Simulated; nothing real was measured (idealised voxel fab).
Name of the process module below: voxel trench capacitor
In the cross-section labelled cut, the width is 145 nm and each square cell is 5 nm.
This document writes a cross-section as a grid whose cells are square, and gives it as bands, listed from the top down; one or more rows of cells form a band.
The band entry comprises the height of the band's top followed by the height of its bottom, expressed in nm, and subsequently the band's materials from left to right, each stated together with its width in nm. Where a single material is marked with the word "edge to edge", that material fills the band from edge to edge. The word "air" represents empty space.
It should be noted that heights are counted from 0, beneath which the wafer as supplied is of one material throughout, and that the lowest band possesses no lower boundary but continues downward, as written in "0 down".
Quick explanation for "30..40": the width changes in equal steps down the rows of cells, from the first number in the band's top row to the second number in its bottom row.
What does "remained the same" mean for a step? It means no cell of the cross-section changed in that step.
"Trapped cavities": sealed empty spaces, 8 cells or more, no open way to top, listed width x height at distance, with distance from the left edge and width, height and distance in nm.
Past the settings on a step's line: simulator remark, on that step.
"overlay nm" answers the question of how far to the right of plan the mask lay on a step that has a mask, and when it is negative the answer is to the left.

## Steps planned for the process
step 1: RECEIVE,material Si
step 2: CONFORMAL_DEP,material SiN,thk nm 5
step 3: DIRECTIONAL_DEP,material aC,thk nm 15
step 4: PATTERN,tone open,mask id TRENCH,material resist,width nm 15,pitch nm 45,thk nm 35,overlay nm -15
step 5: DIRECTIONAL_ETCH,etch materials aC,depth nm 15
step 6: STRIP,etch materials resist
step 7: DIRECTIONAL_ETCH,etch materials SiN,depth nm 5
step 8: DIRECTIONAL_ETCH,etch materials Si,depth nm 40
step 9: STRIP,etch materials aC
step 10: CONFORMAL_DEP,material Al2O3,thk nm 5
step 11: FILL_DEP,material polySi,thk nm 10
step 12: CMP,height nm 5
The plan shows the overlay nm of step 4 as the first wafer had it; this setting differs between the wafers, which start out alike.

## Incoming state of the first of several wafers in cross-section: after step 1
    0 down = Si edge to edge
    Trapped cavities: none

## Cross-sectional representation of the first of several wafers at the end of the module, i.e. after its terminal step, step 12
    5 to 0 = SiN: 25 / Al2O3: 5 / polySi: 5 / Al2O3: 5 / SiN: 30 / Al2O3: 5 / polySi: 5 / Al2O3: 5 / SiN: 60
    0 to -35 = Si: 25 / Al2O3: 5 / polySi: 5 / Al2O3: 5 / Si: 30 / Al2O3: 5 / polySi: 5 / Al2O3: 5 / Si: 60
    -35 to -40 = Si: 25 / Al2O3: 15 / Si: 30 / Al2O3: 15 / Si: 60
    -40 down = Si edge to edge
    Trapped cavities: none

## End of module: cross-section, last of several wafers
    5 to 0 = SiN: 55 / Al2O3: 5 / polySi: 5 / Al2O3: 5 / SiN: 30 / Al2O3: 5 / polySi: 5 / Al2O3: 5 / SiN: 30
    0 to -35 = Si: 55 / Al2O3: 5 / polySi: 5 / Al2O3: 5 / Si: 30 / Al2O3: 5 / polySi: 5 / Al2O3: 5 / Si: 30
    -35 to -40 = Si: 55 / Al2O3: 15 / Si: 30 / Al2O3: 15 / Si: 30
    -40 down = Si edge to edge
    Trapped cavities: none

## Per wafer (row), end of module: delta in cells per material since receipt, (+) for gained, (-) for lost; closed voids after that
overlay nm -15; +38 Al2O3; -48 Si; +23 SiN; +16 polySi; Trapped cavities: none
overlay nm -10; +38 Al2O3; -48 Si; +23 SiN; +16 polySi; Trapped cavities: none
overlay nm -5; +38 Al2O3; -48 Si; +23 SiN; +16 polySi; Trapped cavities: none
overlay nm 0; +38 Al2O3; -48 Si; +23 SiN; +16 polySi; Trapped cavities: none
overlay nm 5; +38 Al2O3; -48 Si; +23 SiN; +16 polySi; Trapped cavities: none
overlay nm 10; +38 Al2O3; -48 Si; +23 SiN; +16 polySi; Trapped cavities: none
overlay nm 15; +38 Al2O3; -48 Si; +23 SiN; +16 polySi; Trapped cavities: none
